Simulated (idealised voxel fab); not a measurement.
process module | voxel released beams
cross-section cut | 270 nm wide | cells 5 nm
A cross-section is a grid of square cells, given in bands from the top down. A band is one or more rows of cells.
Each band's line starts with the height of the band's top and of its bottom, in nm. Then come its materials from left to right, each with its width in nm. One material with "throughout" fills the band from edge to edge. "air" is empty space.
Height 0 is the level under which the wafer as received is all one material. The lowest band goes on downwards, as in "0 down".
A width such as "30 to 40" changes by the same amount from each row of cells to the next, from the band's top row to its bottom row.
"no change" after a step means that no cell of the cross-section changed.
closed voids: empty space of 8 cells or more with no open way to the top, each as width x height at its distance from the left edge, in nm
after a step's settings: what the simulator itself notes on the step
overlay nm, on a step with a mask: how far to the right of its planned place the mask lay; to the left if negative
plan
1 op RECEIVE | material Si
2 op CONFORMAL_DEP | material Al2O3 | thk nm 10
3 op DIRECTIONAL_DEP | material SiO2 | thk nm 10
4 op PATTERN | tone open | mask id ANCHOR | material resist | width nm 40 | thk nm 20 | overlay nm 0
5 op DIRECTIONAL_ETCH | etch materials SiO2 | depth nm 10
6 op STRIP | etch materials resist
7 op CONFORMAL_DEP | material SiN | thk nm 15
8 op DIRECTIONAL_DEP | material aC | thk nm 15
9 op PATTERN | tone cover | mask id BEAM | material resist | width nm 110 | thk nm 35 | overlay nm 0
10 op DIRECTIONAL_ETCH | etch materials aC | depth nm 15
11 op STRIP | etch materials resist
12 op DIRECTIONAL_ETCH | etch materials SiN | depth nm 15
13 op STRIP | etch materials aC
14 op STRIP | etch materials SiO2
as received, after step 1
  0 down: Si throughout
  closed voids: none
first wafer at the end, as planned
  35 to 25: air 75 | SiN 20 | air 10 | SiN 80 | air 85
  25 to 20: air 75 | SiN 110 | air 85
  20 to 10: air 80 | SiN 40 | air 150
  10 to 0: Al2O3 throughout
  0 down: Si throughout
  closed voids: none
second wafer at the end: like start, like plan, one mistake
  25 to 15: air 75 | SiN 20 | air 10 | SiN 80 | air 85
  15 to 10: air 75 | SiN 110 | air 85
  10 to 0: air 80 | SiN 40 | air 150
  0 down: Si throughout
  closed voids: none
what went wrong: step 2 was left out
at the end the second wafer has, in cells: 108 fewer of Al2O3
